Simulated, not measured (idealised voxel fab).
The name of this process module is voxel tone inversion.
Cross-sectional view cut (width: 220 nm; square cell size: 5 nm).
Square cells in a grid make up a cross-section in this document, and the grid is given as bands, listed from the top down, each one or more rows of cells.
Within each band entry, the heights of the top and of the bottom of the band appear first, in that order and in nm; the materials of the band then follow from left to right, each with its corresponding width in nm. The designation "full width" on a single material indicates that it fills the band from edge to edge; the designation "air" indicates empty space.
Heights from 0 (as-received wafer is one material below). Bottom band endless downward, as "0 down".
With a width like "30..40", each row of cells in the band differs from the next by the same amount, the top row carrying the first number and the bottom row the second.
Reading "all unchanged" for a step: not a cell of the cross-section changed in it.
Each empty space that has no open way to the top and spans at least 8 cells appears under "Closed cavities" as width x height at distance, the distance counted from the left edge, all in nm.
Whatever follows a step's settings on its line is a remark the simulator itself makes about that step.
overlay nm: where the mask lay relative to plan, measured to the right, on steps with a mask; negatives go left.
Every pair from here on: before one process step, after it. The after cross-section reaches only to the lowest band that changed. Below the pair: the step in between and its settings. Pairs can belong to different runs of this module on the same starting wafer; a pair carries on from the pair above only if the entry headed "Structure before processing" says so.

# Structure before processing
* 0 down | Si full width
* Closed cavities: none

# Resulting Cross-Section
* 10 to 0 | SiCN full width
* Whatever lies below 0 is exactly as it was before.
* Closed cavities: none
The step carried out between the cross-section before it and the cross-section after it, both shown above, is CONFORMAL_DEP: material SiCN, thk nm 10

Structure before processing: it's just the after picture from the pair right above this one.

# Resulting Cross-Section
* 25 to 10 | aC full width
* Whatever lies below 10 is exactly as it was before.
* Closed cavities: none
The step carried out between the cross-section before it and the cross-section after it, both shown above, is DIRECTIONAL_DEP: material aC, thk nm 15

Structure before processing: it's just the after picture from the pair right above this one.

# Resulting Cross-Section
* 50 to 25 | air=40 | resist=25 | air=30 | resist=25 | air=30 | resist=25 | air=45
* Whatever lies below 25 is exactly as it was before.
* Closed cavities: none
The step carried out between the cross-section before it and the cross-section after it, both shown above, is PATTERN: tone cover, mask id POSTS, material resist, width nm 25, pitch nm 55, thk nm 25, overlay nm 0

Structure before processing: it's just the after picture from the pair right above this one.

# Resulting Cross-Section
* 35 to 25 | air=40 | resist=25 | air=30 | resist=25 | air=30 | resist=25 | air=45
* 25 to 10 | air=40 | aC=25 | air=30 | aC=25 | air=30 | aC=25 | air=45
* Whatever lies below 10 is exactly as it was before.
* Closed cavities: none
The step carried out between the cross-section before it and the cross-section after it, both shown above, is DIRECTIONAL_ETCH: etch materials aC, depth nm 15

Structure before processing: it's just the after picture from the pair right above this one.

# Resulting Cross-Section
* 25 to 10 | air=40 | aC=25 | air=30 | aC=25 | air=30 | aC=25 | air=45
* Whatever lies below 10 is exactly as it was before.
* Closed cavities: none
The step carried out between the cross-section before it and the cross-section after it, both shown above, is STRIP: etch materials resist

Structure before processing: it's just the after picture from the pair right above this one.

# Resulting Cross-Section
* 30 to 25 | lowk full width
* 25 to 10 | lowk=40 | aC=25 | lowk=30 | aC=25 | lowk=30 | aC=25 | lowk=45
* Whatever lies below 10 is exactly as it was before.
* Closed cavities: none
The step carried out between the cross-section before it and the cross-section after it, both shown above, is FILL_DEP: material lowk, thk nm 5

Structure before processing: it's just the after picture from the pair right above this one.

# Resulting Cross-Section
* 25 to 10 | lowk=40 | aC=25 | lowk=30 | aC=25 | lowk=30 | aC=25 | lowk=45
* Whatever lies below 10 is exactly as it was before.
* Closed cavities: none
The step carried out between the cross-section before it and the cross-section after it, both shown above, is CMP: height nm 25

Structure before processing: it's just the after picture from the pair right above this one.

# Resulting Cross-Section
* 25 to 10 | lowk=40 | air=25 | lowk=30 | air=25 | lowk=30 | air=25 | lowk=45
* Whatever lies below 10 is exactly as it was before.
* Closed cavities: none
The step carried out between the cross-section before it and the cross-section after it, both shown above, is STRIP: etch materials aC

Structure before processing: it's just the after picture from the pair right above this one.

# Resulting Cross-Section
* 30 to 25 | TiN=45 | air=15 | TiN=40 | air=15 | TiN=40 | air=15 | TiN=50
* 25 to 15 | lowk=40 | TiN=5 | air=15 | TiN=5 | lowk=30 | TiN=5 | air=15 | TiN=5 | lowk=30 | TiN=5 | air=15 | TiN=5 | lowk=45
* 15 to 10 | lowk=40 | TiN=25 | lowk=30 | TiN=25 | lowk=30 | TiN=25 | lowk=45
* Whatever lies below 10 is exactly as it was before.
* Closed cavities: none
The step carried out between the cross-section before it and the cross-section after it, both shown above, is CONFORMAL_DEP: material TiN, thk nm 5

Structure before processing: it's just the after picture from the pair right above this one.

# Resulting Cross-Section
* 40 to 30 | Ru full width
* 30 to 25 | TiN=45 | Ru=15 | TiN=40 | Ru=15 | TiN=40 | Ru=15 | TiN=50
* 25 to 15 | lowk=40 | TiN=5 | Ru=15 | TiN=5 | lowk=30 | TiN=5 | Ru=15 | TiN=5 | lowk=30 | TiN=5 | Ru=15 | TiN=5 | lowk=45
* Whatever lies below 15 is exactly as it was before.
* Closed cavities: none
The step carried out between the cross-section before it and the cross-section after it, both shown above, is FILL_DEP: material Ru, thk nm 10

Structure before processing: it's just the after picture from the pair right above this one.

# Resulting Cross-Section
* 25 to 15 | lowk=40 | TiN=5 | Ru=15 | TiN=5 | lowk=30 | TiN=5 | Ru=15 | TiN=5 | lowk=30 | TiN=5 | Ru=15 | TiN=5 | lowk=45
* Whatever lies below 15 is exactly as it was before.
* Closed cavities: none
The step carried out between the cross-section before it and the cross-section after it, both shown above, is CMP: height nm 25

Structure before processing: it's just the after picture from the pair right above this one.

# Resulting Cross-Section
* 30 to 25 | SiN full width
* Whatever lies below 25 is exactly as it was before.
* Closed cavities: none
The step carried out between the cross-section before it and the cross-section after it, both shown above, is CONFORMAL_DEP: material SiN, thk nm 5

# Structure before processing
* 40 to 30 | Ru full width
* 30 to 25 | TiN=45 | Ru=15 | TiN=40 | Ru=15 | TiN=40 | Ru=15 | TiN=50
* 25 to 15 | lowk=40 | TiN=5 | Ru=15 | TiN=5 | lowk=30 | TiN=5 | Ru=15 | TiN=5 | lowk=30 | TiN=5 | Ru=15 | TiN=5 | lowk=45
* 15 to 10 | lowk=40 | TiN=25 | lowk=30 | TiN=25 | lowk=30 | TiN=25 | lowk=45
* 10 to 0 | SiCN full width
* 0 down | Si full width
* Closed cavities: none

# Resulting Cross-Section
* 45 to 40 | SiN full width
* Whatever lies below 40 is exactly as it was before.
* Closed cavities: none
The step carried out between the cross-section before it and the cross-section after it, both shown above, is CONFORMAL_DEP: material SiN, thk nm 5

# Structure before processing
* 30 to 25 | lowk full width
* 25 to 10 | lowk=40 | aC=25 | lowk=30 | aC=25 | lowk=30 | aC=25 | lowk=45
* 10 to 0 | SiCN full width
* 0 down | Si full width
* Closed cavities: none

# Resulting Cross-Section
* 35 to 25 | lowk full width
* Whatever lies below 25 is exactly as it was before.
* Closed cavities: none
The step carried out between the cross-section before it and the cross-section after it, both shown above, is FILL_DEP: material lowk, thk nm 5

Structure before processing: it's just the after picture from the pair right above this one.

# Resulting Cross-Section
* 25 to 10 | lowk=40 | aC=25 | lowk=30 | aC=25 | lowk=30 | aC=25 | lowk=45
* Whatever lies below 10 is exactly as it was before.
* Closed cavities: none
The step carried out between the cross-section before it and the cross-section after it, both shown above, is CMP: height nm 25

# Structure before processing
* 0 down | Si full width
* Closed cavities: none

# Resulting Cross-Section
* 15 to 0 | aC full width
* Whatever lies below 0 is exactly as it was before.
* Closed cavities: none
The step carried out between the cross-section before it and the cross-section after it, both shown above, is DIRECTIONAL_DEP: material aC, thk nm 15

Structure before processing: it's just the after picture from the pair right above this one.

# Resulting Cross-Section
* 25 to 15 | SiCN full width
* Whatever lies below 15 is exactly as it was before.
* Closed cavities: none
The step carried out between the cross-section before it and the cross-section after it, both shown above, is CONFORMAL_DEP: material SiCN, thk nm 10

Structure before processing: it's just the after picture from the pair right above this one.

# Resulting Cross-Section
* 50 to 25 | air=40 | resist=25 | air=30 | resist=25 | air=30 | resist=25 | air=45
* Whatever lies below 25 is exactly as it was before.
* Closed cavities: none
The step carried out between the cross-section before it and the cross-section after it, both shown above, is PATTERN: tone cover, mask id POSTS, material resist, width nm 25, pitch nm 55, thk nm 25, overlay nm 0

Structure before processing: it's just the after picture from the pair right above this one.

# Resulting Cross-Section
* 35 to 25 | air=40 | resist=25 | air=30 | resist=25 | air=30 | resist=25 | air=45
* Whatever lies below 25 is exactly as it was before.
* Closed cavities: none
The step carried out between the cross-section before it and the cross-section after it, both shown above, is DIRECTIONAL_ETCH: etch materials aC, depth nm 15

Structure before processing: it's just the after picture from the pair right above this one.

# Resulting Cross-Section
* 25 to 15 | SiCN full width
* Whatever lies below 15 is exactly as it was before.
* Closed cavities: none
The step carried out between the cross-section before it and the cross-section after it, both shown above, is STRIP: etch materials resist

Structure before processing: it's just the after picture from the pair right above this one.

# Resulting Cross-Section
* 30 to 25 | lowk full width
* Whatever lies below 25 is exactly as it was before.
* Closed cavities: none
The step carried out between the cross-section before it and the cross-section after it, both shown above, is FILL_DEP: material lowk, thk nm 5

Structure before processing: it's just the after picture from the pair right above this one.

# Resulting Cross-Section
* 25 to 15 | SiCN full width
* Whatever lies below 15 is exactly as it was before.
* Closed cavities: none
The step carried out between the cross-section before it and the cross-section after it, both shown above, is CMP: height nm 25

Structure before processing: it's just the after picture from the pair right above this one.

# Resulting Cross-Section
* 30 to 25 | TiN full width
* Whatever lies below 25 is exactly as it was before.
* Closed cavities: none
The step carried out between the cross-section before it and the cross-section after it, both shown above, is CONFORMAL_DEP: material TiN, thk nm 5

Structure before processing: it's just the after picture from the pair right above this one.

# Resulting Cross-Section
* 40 to 30 | Ru full width
* Whatever lies below 30 is exactly as it was before.
* Closed cavities: none
The step carried out between the cross-section before it and the cross-section after it, both shown above, is FILL_DEP: material Ru, thk nm 10

Structure before processing: it's just the after picture from the pair right above this one.

# Resulting Cross-Section
* 25 to 15 | SiCN full width
* Whatever lies below 15 is exactly as it was before.
* Closed cavities: none
The step carried out between the cross-section before it and the cross-section after it, both shown above, is CMP: height nm 25

Structure before processing: it's just the after picture from the pair right above this one.

# Resulting Cross-Section
* 30 to 25 | SiN full width
* Whatever lies below 25 is exactly as it was before.
* Closed cavities: none
The step carried out between the cross-section before it and the cross-section after it, both shown above, is CONFORMAL_DEP: material SiN, thk nm 5

# Structure before processing
* 40 to 30 | Ru full width
* 30 to 25 | TiN=45 | Ru=15 | TiN=40 | Ru=15 | TiN=40 | Ru=15 | TiN=50
* 25 to 15 | lowk=40 | TiN=5 | Ru=15 | TiN=5 | lowk=30 | TiN=5 | Ru=15 | TiN=5 | lowk=30 | TiN=5 | Ru=15 | TiN=5 | lowk=45
* 15 to 10 | lowk=40 | TiN=25 | lowk=30 | TiN=25 | lowk=30 | TiN=25 | lowk=45
* 10 to 0 | SiCN full width
* 0 down | Si full width
* Closed cavities: none

# Resulting Cross-Section
* 30 to 25 | TiN=45 | Ru=15 | TiN=40 | Ru=15 | TiN=40 | Ru=15 | TiN=50
* Whatever lies below 25 is exactly as it was before.
* Closed cavities: none
The step carried out between the cross-section before it and the cross-section after it, both shown above, is CMP: height nm 30

Structure before processing: it's just the after picture from the pair right above this one.

# Resulting Cross-Section
* 35 to 30 | SiN full width
* Whatever lies below 30 is exactly as it was before.
* Closed cavities: none
The step carried out between the cross-section before it and the cross-section after it, both shown above, is CONFORMAL_DEP: material SiN, thk nm 5

# Structure before processing
* 25 to 10 | aC full width
* 10 to 0 | SiCN full width
* 0 down | Si full width
* Closed cavities: none

# Resulting Cross-Section
* 50 to 25 | air=45 | resist=20 | air=35 | resist=20 | air=35 | resist=20 | air=45
* Whatever lies below 25 is exactly as it was before.
* Closed cavities: none
The step carried out between the cross-section before it and the cross-section after it, both shown above, is PATTERN: tone cover, mask id POSTS, material resist, width nm 20, pitch nm 55, thk nm 25, overlay nm 0

Structure before processing: it's just the after picture from the pair right above this one.

# Resulting Cross-Section
* 35 to 25 | air=45 | resist=20 | air=35 | resist=20 | air=35 | resist=20 | air=45
* 25 to 10 | air=45 | aC=20 | air=35 | aC=20 | air=35 | aC=20 | air=45
* Whatever lies below 10 is exactly as it was before.
* Closed cavities: none
The step carried out between the cross-section before it and the cross-section after it, both shown above, is DIRECTIONAL_ETCH: etch materials aC, depth nm 15

Structure before processing: it's just the after picture from the pair right above this one.

# Resulting Cross-Section
* 25 to 10 | air=45 | aC=20 | air=35 | aC=20 | air=35 | aC=20 | air=45
* Whatever lies below 10 is exactly as it was before.
* Closed cavities: none
The step carried out between the cross-section before it and the cross-section after it, both shown above, is STRIP: etch materials resist

Structure before processing: it's just the after picture from the pair right above this one.

# Resulting Cross-Section
* 30 to 25 | lowk full width
* 25 to 10 | lowk=45 | aC=20 | lowk=35 | aC=20 | lowk=35 | aC=20 | lowk=45
* Whatever lies below 10 is exactly as it was before.
* Closed cavities: none
The step carried out between the cross-section before it and the cross-section after it, both shown above, is FILL_DEP: material lowk, thk nm 5

Structure before processing: it's just the after picture from the pair right above this one.

# Resulting Cross-Section
* 25 to 10 | lowk=45 | aC=20 | lowk=35 | aC=20 | lowk=35 | aC=20 | lowk=45
* Whatever lies below 10 is exactly as it was before.
* Closed cavities: none
The step carried out between the cross-section before it and the cross-section after it, both shown above, is CMP: height nm 25

Structure before processing: it's just the after picture from the pair right above this one.

# Resulting Cross-Section
* 25 to 10 | lowk=45 | air=20 | lowk=35 | air=20 | lowk=35 | air=20 | lowk=45
* Whatever lies below 10 is exactly as it was before.
* Closed cavities: none
The step carried out between the cross-section before it and the cross-section after it, both shown above, is STRIP: etch materials aC

Structure before processing: it's just the after picture from the pair right above this one.

# Resulting Cross-Section
* 30 to 25 | TiN=50 | air=10 | TiN=45 | air=10 | TiN=45 | air=10 | TiN=50
* 25 to 15 | lowk=45 | TiN=5 | air=10 | TiN=5 | lowk=35 | TiN=5 | air=10 | TiN=5 | lowk=35 | TiN=5 | air=10 | TiN=5 | lowk=45
* 15 to 10 | lowk=45 | TiN=20 | lowk=35 | TiN=20 | lowk=35 | TiN=20 | lowk=45
* Whatever lies below 10 is exactly as it was before.
* Closed cavities: none
The step carried out between the cross-section before it and the cross-section after it, both shown above, is CONFORMAL_DEP: material TiN, thk nm 5

Structure before processing: it's just the after picture from the pair right above this one.

# Resulting Cross-Section
* 40 to 30 | Ru full width
* 30 to 25 | TiN=50 | Ru=10 | TiN=45 | Ru=10 | TiN=45 | Ru=10 | TiN=50
* 25 to 15 | lowk=45 | TiN=5 | Ru=10 | TiN=5 | lowk=35 | TiN=5 | Ru=10 | TiN=5 | lowk=35 | TiN=5 | Ru=10 | TiN=5 | lowk=45
* Whatever lies below 15 is exactly as it was before.
* Closed cavities: none
The step carried out between the cross-section before it and the cross-section after it, both shown above, is FILL_DEP: material Ru, thk nm 10

Structure before processing: it's just the after picture from the pair right above this one.

# Resulting Cross-Section
* 25 to 15 | lowk=45 | TiN=5 | Ru=10 | TiN=5 | lowk=35 | TiN=5 | Ru=10 | TiN=5 | lowk=35 | TiN=5 | Ru=10 | TiN=5 | lowk=45
* Whatever lies below 15 is exactly as it was before.
* Closed cavities: none
The step carried out between the cross-section before it and the cross-section after it, both shown above, is CMP: height nm 25

Structure before processing: it's just the after picture from the pair right above this one.

# Resulting Cross-Section
* 30 to 25 | SiN full width
* Whatever lies below 25 is exactly as it was before.
* Closed cavities: none
The step carried out between the cross-section before it and the cross-section after it, both shown above, is CONFORMAL_DEP: material SiN, thk nm 5

# Structure before processing
* 25 to 10 | aC full width
* 10 to 0 | SiCN full width
* 0 down | Si full width
* Closed cavities: none

# Resulting Cross-Section
* 50 to 25 | air=45 | resist=25 | air=30 | resist=25 | air=30 | resist=25 | air=40
* Whatever lies below 25 is exactly as it was before.
* Closed cavities: none
The step carried out between the cross-section before it and the cross-section after it, both shown above, is PATTERN: tone cover, mask id POSTS, material resist, width nm 25, pitch nm 55, thk nm 25, overlay nm 5

Structure before processing: it's just the after picture from the pair right above this one.

# Resulting Cross-Section
* 35 to 25 | air=45 | resist=25 | air=30 | resist=25 | air=30 | resist=25 | air=40
* 25 to 10 | air=45 | aC=25 | air=30 | aC=25 | air=30 | aC=25 | air=40
* Whatever lies below 10 is exactly as it was before.
* Closed cavities: none
The step carried out between the cross-section before it and the cross-section after it, both shown above, is DIRECTIONAL_ETCH: etch materials aC, depth nm 15

Structure before processing: it's just the after picture from the pair right above this one.

# Resulting Cross-Section
* 25 to 10 | air=45 | aC=25 | air=30 | aC=25 | air=30 | aC=25 | air=40
* Whatever lies below 10 is exactly as it was before.
* Closed cavities: none
The step carried out between the cross-section before it and the cross-section after it, both shown above, is STRIP: etch materials resist

Structure before processing: it's just the after picture from the pair right above this one.

# Resulting Cross-Section
* 30 to 25 | lowk full width
* 25 to 10 | lowk=45 | aC=25 | lowk=30 | aC=25 | lowk=30 | aC=25 | lowk=40
* Whatever lies below 10 is exactly as it was before.
* Closed cavities: none
The step carried out between the cross-section before it and the cross-section after it, both shown above, is FILL_DEP: material lowk, thk nm 5

Structure before processing: it's just the after picture from the pair right above this one.

# Resulting Cross-Section
* 25 to 10 | lowk=45 | aC=25 | lowk=30 | aC=25 | lowk=30 | aC=25 | lowk=40
* Whatever lies below 10 is exactly as it was before.
* Closed cavities: none
The step carried out between the cross-section before it and the cross-section after it, both shown above, is CMP: height nm 25

Structure before processing: it's just the after picture from the pair right above this one.

# Resulting Cross-Section
* 25 to 10 | lowk=45 | air=25 | lowk=30 | air=25 | lowk=30 | air=25 | lowk=40
* Whatever lies below 10 is exactly as it was before.
* Closed cavities: none
The step carried out between the cross-section before it and the cross-section after it, both shown above, is STRIP: etch materials aC

Structure before processing: it's just the after picture from the pair right above this one.

# Resulting Cross-Section
* 30 to 25 | TiN=50 | air=15 | TiN=40 | air=15 | TiN=40 | air=15 | TiN=45
* 25 to 15 | lowk=45 | TiN=5 | air=15 | TiN=5 | lowk=30 | TiN=5 | air=15 | TiN=5 | lowk=30 | TiN=5 | air=15 | TiN=5 | lowk=40
* 15 to 10 | lowk=45 | TiN=25 | lowk=30 | TiN=25 | lowk=30 | TiN=25 | lowk=40
* Whatever lies below 10 is exactly as it was before.
* Closed cavities: none
The step carried out between the cross-section before it and the cross-section after it, both shown above, is CONFORMAL_DEP: material TiN, thk nm 5

Structure before processing: it's just the after picture from the pair right above this one.

# Resulting Cross-Section
* 40 to 30 | Ru full width
* 30 to 25 | TiN=50 | Ru=15 | TiN=40 | Ru=15 | TiN=40 | Ru=15 | TiN=45
* 25 to 15 | lowk=45 | TiN=5 | Ru=15 | TiN=5 | lowk=30 | TiN=5 | Ru=15 | TiN=5 | lowk=30 | TiN=5 | Ru=15 | TiN=5 | lowk=40
* Whatever lies below 15 is exactly as it was before.
* Closed cavities: none
The step carried out between the cross-section before it and the cross-section after it, both shown above, is FILL_DEP: material Ru, thk nm 10

Structure before processing: it's just the after picture from the pair right above this one.

# Resulting Cross-Section
* 25 to 15 | lowk=45 | TiN=5 | Ru=15 | TiN=5 | lowk=30 | TiN=5 | Ru=15 | TiN=5 | lowk=30 | TiN=5 | Ru=15 | TiN=5 | lowk=40
* Whatever lies below 15 is exactly as it was before.
* Closed cavities: none
The step carried out between the cross-section before it and the cross-section after it, both shown above, is CMP: height nm 25

Structure before processing: it's just the after picture from the pair right above this one.

# Resulting Cross-Section
* 30 to 25 | SiN full width
* Whatever lies below 25 is exactly as it was before.
* Closed cavities: none
The step carried out between the cross-section before it and the cross-section after it, both shown above, is CONFORMAL_DEP: material SiN, thk nm 5

# Structure before processing
* 10 to 0 | SiCN full width
* 0 down | Si full width
* Closed cavities: none

# Resulting Cross-Section
* 25 to 10 | SiN full width
* Whatever lies below 10 is exactly as it was before.
* Closed cavities: none
The step carried out between the cross-section before it and the cross-section after it, both shown above, is DIRECTIONAL_DEP: material SiN, thk nm 15

Structure before processing: it's just the after picture from the pair right above this one.

# Resulting Cross-Section
* 50 to 25 | air=40 | resist=25 | air=30 | resist=25 | air=30 | resist=25 | air=45
* Whatever lies below 25 is exactly as it was before.
* Closed cavities: none
The step carried out between the cross-section before it and the cross-section after it, both shown above, is PATTERN: tone cover, mask id POSTS, material resist, width nm 25, pitch nm 55, thk nm 25, overlay nm 0

Structure before processing: it's just the after picture from the pair right above this one.

# Resulting Cross-Section
* 35 to 25 | air=40 | resist=25 | air=30 | resist=25 | air=30 | resist=25 | air=45
* Whatever lies below 25 is exactly as it was before.
* Closed cavities: none
The step carried out between the cross-section before it and the cross-section after it, both shown above, is DIRECTIONAL_ETCH: etch materials aC, depth nm 15

Structure before processing: it's just the after picture from the pair right above this one.

# Resulting Cross-Section
* 25 to 10 | SiN full width
* Whatever lies below 10 is exactly as it was before.
* Closed cavities: none
The step carried out between the cross-section before it and the cross-section after it, both shown above, is STRIP: etch materials resist

Structure before processing: it's just the after picture from the pair right above this one.

# Resulting Cross-Section
* 30 to 25 | lowk full width
* Whatever lies below 25 is exactly as it was before.
* Closed cavities: none
The step carried out between the cross-section before it and the cross-section after it, both shown above, is FILL_DEP: material lowk, thk nm 5

Structure before processing: it's just the after picture from the pair right above this one.

# Resulting Cross-Section
* 25 to 10 | SiN full width
* Whatever lies below 10 is exactly as it was before.
* Closed cavities: none
The step carried out between the cross-section before it and the cross-section after it, both shown above, is CMP: height nm 25

Structure before processing: it's just the after picture from the pair right above this one.

# Resulting Cross-Section
* 30 to 25 | TiN full width
* Whatever lies below 25 is exactly as it was before.
* Closed cavities: none
The step carried out between the cross-section before it and the cross-section after it, both shown above, is CONFORMAL_DEP: material TiN, thk nm 5

Structure before processing: it's just the after picture from the pair right above this one.

# Resulting Cross-Section
* 40 to 30 | Ru full width
* Whatever lies below 30 is exactly as it was before.
* Closed cavities: none
The step carried out between the cross-section before it and the cross-section after it, both shown above, is FILL_DEP: material Ru, thk nm 10

Structure before processing: it's just the after picture from the pair right above this one.

# Resulting Cross-Section
* 25 to 10 | SiN full width
* Whatever lies below 10 is exactly as it was before.
* Closed cavities: none
The step carried out between the cross-section before it and the cross-section after it, both shown above, is CMP: height nm 25

Structure before processing: it's just the after picture from the pair right above this one.

# Resulting Cross-Section
* 30 to 10 | SiN full width
* Whatever lies below 10 is exactly as it was before.
* Closed cavities: none
The step carried out between the cross-section before it and the cross-section after it, both shown above, is CONFORMAL_DEP: material SiN, thk nm 5

# Structure before processing
* 25 to 10 | aC full width
* 10 to 0 | SiCN full width
* 0 down | Si full width
* Closed cavities: none

# Resulting Cross-Section
* 50 to 25 | resist=40 | air=25 | resist=30 | air=25 | resist=30 | air=25 | resist=45
* Whatever lies below 25 is exactly as it was before.
* Closed cavities: none
The step carried out between the cross-section before it and the cross-section after it, both shown above, is PATTERN: tone open, mask id POSTS, material resist, width nm 25, pitch nm 55, thk nm 25, overlay nm 0

Structure before processing: it's just the after picture from the pair right above this one.

# Resulting Cross-Section
* 35 to 25 | resist=40 | air=25 | resist=30 | air=25 | resist=30 | air=25 | resist=45
* 25 to 10 | aC=40 | air=25 | aC=30 | air=25 | aC=30 | air=25 | aC=45
* Whatever lies below 10 is exactly as it was before.
* Closed cavities: none
The step carried out between the cross-section before it and the cross-section after it, both shown above, is DIRECTIONAL_ETCH: etch materials aC, depth nm 15

Structure before processing: it's just the after picture from the pair right above this one.

# Resulting Cross-Section
* 25 to 10 | aC=40 | air=25 | aC=30 | air=25 | aC=30 | air=25 | aC=45
* Whatever lies below 10 is exactly as it was before.
* Closed cavities: none
The step carried out between the cross-section before it and the cross-section after it, both shown above, is STRIP: etch materials resist

Structure before processing: it's just the after picture from the pair right above this one.

# Resulting Cross-Section
* 30 to 25 | lowk full width
* 25 to 10 | aC=40 | lowk=25 | aC=30 | lowk=25 | aC=30 | lowk=25 | aC=45
* Whatever lies below 10 is exactly as it was before.
* Closed cavities: none
The step carried out between the cross-section before it and the cross-section after it, both shown above, is FILL_DEP: material lowk, thk nm 5

Structure before processing: it's just the after picture from the pair right above this one.

# Resulting Cross-Section
* 25 to 10 | aC=40 | lowk=25 | aC=30 | lowk=25 | aC=30 | lowk=25 | aC=45
* Whatever lies below 10 is exactly as it was before.
* Closed cavities: none
The step carried out between the cross-section before it and the cross-section after it, both shown above, is CMP: height nm 25

Structure before processing: it's just the after picture from the pair right above this one.

# Resulting Cross-Section
* 25 to 10 | air=40 | lowk=25 | air=30 | lowk=25 | air=30 | lowk=25 | air=45
* Whatever lies below 10 is exactly as it was before.
* Closed cavities: none
The step carried out between the cross-section before it and the cross-section after it, both shown above, is STRIP: etch materials aC

Structure before processing: it's just the after picture from the pair right above this one.

# Resulting Cross-Section
* 30 to 25 | air=35 | TiN=35 | air=20 | TiN=35 | air=20 | TiN=35 | air=40
* 25 to 15 | air=35 | TiN=5 | lowk=25 | TiN=5 | air=20 | TiN=5 | lowk=25 | TiN=5 | air=20 | TiN=5 | lowk=25 | TiN=5 | air=40
* 15 to 10 | TiN=40 | lowk=25 | TiN=30 | lowk=25 | TiN=30 | lowk=25 | TiN=45
* Whatever lies below 10 is exactly as it was before.
* Closed cavities: none
The step carried out between the cross-section before it and the cross-section after it, both shown above, is CONFORMAL_DEP: material TiN, thk nm 5

Structure before processing: it's just the after picture from the pair right above this one.

# Resulting Cross-Section
* 40 to 30 | Ru full width
* 30 to 25 | Ru=35 | TiN=35 | Ru=20 | TiN=35 | Ru=20 | TiN=35 | Ru=40
* 25 to 15 | Ru=35 | TiN=5 | lowk=25 | TiN=5 | Ru=20 | TiN=5 | lowk=25 | TiN=5 | Ru=20 | TiN=5 | lowk=25 | TiN=5 | Ru=40
* Whatever lies below 15 is exactly as it was before.
* Closed cavities: none
The step carried out between the cross-section before it and the cross-section after it, both shown above, is FILL_DEP: material Ru, thk nm 10

Structure before processing: it's just the after picture from the pair right above this one.

# Resulting Cross-Section
* 25 to 15 | Ru=35 | TiN=5 | lowk=25 | TiN=5 | Ru=20 | TiN=5 | lowk=25 | TiN=5 | Ru=20 | TiN=5 | lowk=25 | TiN=5 | Ru=40
* Whatever lies below 15 is exactly as it was before.
* Closed cavities: none
The step carried out between the cross-section before it and the cross-section after it, both shown above, is CMP: height nm 25

Structure before processing: it's just the after picture from the pair right above this one.

# Resulting Cross-Section
* 30 to 25 | SiN full width
* Whatever lies below 25 is exactly as it was before.
* Closed cavities: none
The step carried out between the cross-section before it and the cross-section after it, both shown above, is CONFORMAL_DEP: material SiN, thk nm 5
